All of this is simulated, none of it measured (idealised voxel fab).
Proc. module: voxel released beams
Section shown: cut. Width: 260 nm. Cell size: 5 nm, square.
Each cross-section below is a grid of square cells, stated as bands in top-down order, with one or more rows of cells making up each band.
Heads up on the band format: heights come first, top then bottom, in nm. After that it's the materials left to right, each with its width in nm. A single material flagged "everywhere" fills the whole band edge to edge, and "air" means there's empty space there.
Measure heights from 0. That's the level where, below it, the as-received wafer is all one material. The lowest band is bottomless and extends downward; write it as in "0 nm and below".
Top row gets the first number, bottom row gets the second, and each row in between changes by the same step: that is how a band width like "30 to 40" works.
"nothing different" for a step: no cell of the cross-section changed in that step.
The entry titled "Enclosed void catalog" provides the empty spaces that have no open way to the top, restricted to those of 8 cells or more. Each is presented as width x height at distance, the distance being measured from the left edge, with all three in nm.
The remark found on a step's line after its settings is issued by the simulator itself and pertains to that step.
Each step line may optionally specify "overlay nm", which for a step with a mask gives the rightward distance between the mask's planned place and where it lay, a negative value indicating the leftward direction.

PLANNED STEP LIST FOR THE PROCESS
| 1 | RECEIVE,material Si |
| 2 | CONFORMAL_DEP,material SiN,thk nm 5 |
| 3 | DIRECTIONAL_DEP,material SiO2,thk nm 20 |
| 4 | DIRECTIONAL_DEP,material aC,thk nm 15 |
| 5 | PATTERN,tone open,mask id ANCHOR,material resist,width nm 25,thk nm 35,overlay nm 0 |
| 6 | DIRECTIONAL_ETCH,etch materials aC,depth nm 15 |
| 7 | STRIP,etch materials resist |
| 8 | DIRECTIONAL_ETCH,etch materials SiO2,depth nm 20 |
| 9 | STRIP,etch materials aC |
| 10 | CONFORMAL_DEP,material TiN,thk nm 10 |
| 11 | MASKED_ETCH,tone cover,mask id BEAM,width nm 100,etch materials TiN,depth nm 10,overlay nm 0 |
| 12 | STRIP,etch materials SiO2 |

CROSS-SECTIONAL VIEW OF THE WAFER IN ITS AS-RECEIVED CONDITION, CORRESPONDING TO THE STATE AFTER STEP 1
    0 nm and below: Si everywhere
    Enclosed void catalog: none

SECTIONED VIEW, FIRST OF TWO WAFERS, AT THE CLOSE OF THE MODULE, PROCESSED AS INTENDED IN THE PLAN
    35 nm to 25 nm: 75 air  15 TiN  5 air  80 TiN  85 air
    25 nm to 15 nm: 80 air  10 TiN  5 air  10 TiN  155 air
    15 nm to 5 nm: 80 air  25 TiN  155 air
    5 nm to 0 nm: SiN everywhere
    0 nm and below: Si everywhere
    Enclosed void catalog: none

CROSS-SECTIONAL VIEW OF THE SECOND OF TWO WAFERS UPON COMPLETION OF THE MODULE. THIS WAFER SHARED ITS STARTING CONDITION AND PROCESS PLAN WITH THE FIRST; ONE ERROR WAS MADE DURING ITS EXECUTION
    50 nm to 40 nm: 75 air  100 TiN  85 air
    40 nm to 25 nm: SiN everywhere
    25 nm to 5 nm: SiO2 everywhere
    5 nm to 0 nm: SiN everywhere
    0 nm and below: Si everywhere
    Enclosed void catalog: none
Finding, execution versus plan: step 4 ran with different settings than intended, the actual operation and settings being DIRECTIONAL_DEP,material SiN,thk nm 15
Heads up, by the end the second wafer has more or fewer cells of some materials compared to the first: +156 SiN; +208 SiO2; -16 TiN
